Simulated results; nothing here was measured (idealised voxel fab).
Proc. module: voxel double patterning
Square cells of 5 nm make up the cross-section cut, whose width is 230 nm.
Square cells in a grid make up a cross-section in this document, and the grid is given as bands, listed from the top down, each one or more rows of cells.
The entry gives the band's vertical extent as a top height and a bottom height in nm, then its horizontal make-up as materials from left to right, each with a width in nm. "air" stands for empty space; a single material marked "full width" fills the band edge to edge.
A quick word on heights: they are counted from 0, and under that level the wafer as it came to us is one material throughout. The lowest band is different from the rest in having no bottom; it simply continues downward, written as in "from 0 down".
The notation "30->40" denotes a width that varies across the rows of cells in the band, beginning at the first number in the top row, finishing at the second number in the bottom row, and changing by an identical amount from each row to the next.
"nothing altered" (step): cross-section cells unchanged, all of them.
Listed in "Voids, sealed": every empty space of 8 or more cells without an open way to the top. Form: width x height at distance, the distance being from the left edge, all in nm.
Post-settings text on a step line: simulator's own remark regarding the step.
What "overlay nm" on a step's line means: if the step has a mask, that mask lay this far to the right of its planned place, or, when the value is negative, to the left.

-- The following list gives the planned process steps
step 1: RECEIVE [material Si]
step 2: CONFORMAL_DEP [material SiO2] [thk nm 10]
step 3: DIRECTIONAL_DEP [material W] [thk nm 15]
step 4: DIRECTIONAL_DEP [material SiCN] [thk nm 5]
step 5: MASKED_ETCH [tone open] [mask id FIRST] [width nm 15] [pitch nm 50] [etch materials SiCN] [depth nm 5] [overlay nm 0]
step 6: DIRECTIONAL_DEP [material aC] [thk nm 10]
step 7: PATTERN [tone open] [mask id SECOND] [material resist] [width nm 15] [pitch nm 50] [thk nm 30] [overlay nm 0]
step 8: DIRECTIONAL_ETCH [etch materials aC] [depth nm 10]
step 9: STRIP [etch materials resist]
step 10: DIRECTIONAL_ETCH [etch materials SiCN] [depth nm 5]
step 11: STRIP [etch materials aC]
step 12: DIRECTIONAL_ETCH [etch materials W] [depth nm 15]
step 13: STRIP [etch materials SiCN]

-- Of two wafers, the first: run according to plan

-- Incoming wafer in cross-section (state: after step 1)
	from 0 down = Si full width
	Voids, sealed: none

-- Wafer after step 2 (cross-section)
	from 10 to 0 = SiO2 full width
	Nothing below the height 0 has changed.

-- Wafer after step 3 (cross-section)
	from 25 to 10 = W full width
	Nothing below the height 10 has changed.

-- Wafer after step 4 (cross-section)
	from 30 to 25 = SiCN full width
	Nothing below the height 25 has changed.

-- Wafer after step 5 (cross-section)
	from 30 to 25 = SiCN: 55 | air: 15 | SiCN: 35 | air: 15 | SiCN: 35 | air: 15 | SiCN: 60
	Nothing below the height 25 has changed.

-- Wafer after step 6 (cross-section)
	from 40 to 35 = aC: 55 | air: 15 | aC: 35 | air: 15 | aC: 35 | air: 15 | aC: 60
	from 35 to 30 = aC full width
	from 30 to 25 = SiCN: 55 | aC: 15 | SiCN: 35 | aC: 15 | SiCN: 35 | aC: 15 | SiCN: 60
	Nothing below the height 25 has changed.

-- Wafer after step 7 (cross-section)
	from 70 to 40 = resist: 80 | air: 15 | resist: 35 | air: 15 | resist: 85
	from 40 to 35 = aC: 55 | resist: 15 | aC: 35 | resist: 15 | aC: 35 | resist: 15 | aC: 60
	Nothing below the height 35 has changed.

-- Wafer after step 8 (cross-section)
	from 60 to 40 = resist: 80 | air: 15 | resist: 35 | air: 15 | resist: 85
	from 40 to 35 = aC: 55 | resist: 15 | aC: 10 | air: 15 | aC: 10 | resist: 15 | aC: 10 | air: 15 | aC: 10 | resist: 15 | aC: 60
	from 35 to 30 = aC: 80 | air: 15 | aC: 35 | air: 15 | aC: 85
	Nothing below the height 30 has changed.

-- Wafer after step 9 (cross-section)
	from 40 to 35 = aC: 55 | air: 15 | aC: 10 | air: 15 | aC: 10 | air: 15 | aC: 10 | air: 15 | aC: 10 | air: 15 | aC: 60
	Nothing below the height 35 has changed.

-- Wafer after step 10 (cross-section)
	from 40 to 35 = aC: 55 | air: 15 | aC: 10 | air: 15 | aC: 10 | air: 15 | aC: 10 | air: 15 | aC: 10 | air: 15 | aC: 60
	from 35 to 30 = aC: 80 | air: 15 | aC: 35 | air: 15 | aC: 85
	from 30 to 25 = SiCN: 55 | aC: 15 | SiCN: 10 | air: 15 | SiCN: 10 | aC: 15 | SiCN: 10 | air: 15 | SiCN: 10 | aC: 15 | SiCN: 60
	Nothing below the height 25 has changed.

-- Wafer after step 11 (cross-section)
	from 30 to 25 = SiCN: 55 | air: 15 | SiCN: 10 | air: 15 | SiCN: 10 | air: 15 | SiCN: 10 | air: 15 | SiCN: 10 | air: 15 | SiCN: 60
	Nothing below the height 25 has changed.

-- Wafer after step 12 (cross-section)
	from 30 to 25 = SiCN: 55 | air: 15 | SiCN: 10 | air: 15 | SiCN: 10 | air: 15 | SiCN: 10 | air: 15 | SiCN: 10 | air: 15 | SiCN: 60
	from 25 to 10 = W: 55 | air: 15 | W: 10 | air: 15 | W: 10 | air: 15 | W: 10 | air: 15 | W: 10 | air: 15 | W: 60
	Nothing below the height 10 has changed.

-- Wafer after step 13 (cross-section)
	from 25 to 10 = W: 55 | air: 15 | W: 10 | air: 15 | W: 10 | air: 15 | W: 10 | air: 15 | W: 10 | air: 15 | W: 60
	Nothing below the height 10 has changed.

-- Second of two: same start, same plan, one run error; steps up to and including 3 match the first

-- Cross-section of the second wafer at the time by which step 4 should have been completed according to the plan
	from 30 to 25 = SiO2 full width
	Nothing below the height 25 has changed.

Cross-section of the second wafer at the time by which step 5 should have been completed according to the plan: nothing altered

-- Cross-section of the second wafer at the time by which step 6 should have been completed according to the plan
	from 40 to 30 = aC full width
	Nothing below the height 30 has changed.

-- Cross-section of the second wafer at the time by which step 7 should have been completed according to the plan
	from 70 to 40 = resist: 80 | air: 15 | resist: 35 | air: 15 | resist: 85
	Nothing below the height 40 has changed.

-- Cross-section of the second wafer at the time by which step 8 should have been completed according to the plan
	from 60 to 40 = resist: 80 | air: 15 | resist: 35 | air: 15 | resist: 85
	from 40 to 30 = aC: 80 | air: 15 | aC: 35 | air: 15 | aC: 85
	Nothing below the height 30 has changed.

-- Cross-section of the second wafer at the time by which step 9 should have been completed according to the plan
	from 40 to 30 = aC: 80 | air: 15 | aC: 35 | air: 15 | aC: 85
	Nothing below the height 30 has changed.

Cross-section of the second wafer at the time by which step 10 should have been completed according to the plan: nothing altered

-- Cross-section of the second wafer at the time by which step 11 should have been completed according to the plan
	from 30 to 25 = SiO2 full width
	Nothing below the height 25 has changed.

Cross-section of the second wafer at the time by which step 12 should have been completed according to the plan: nothing altered

Cross-section of the second wafer at the time by which step 13 should have been completed according to the plan: nothing altered
Diagnosis: the process deviated at step 4: the operation and settings actually run there were DIRECTIONAL_DEP [material SiO2] [thk nm 5]
Final comparison by cell count, materials where the second wafer has more or fewer than the first: SiO2: 46 more; W: 45 more
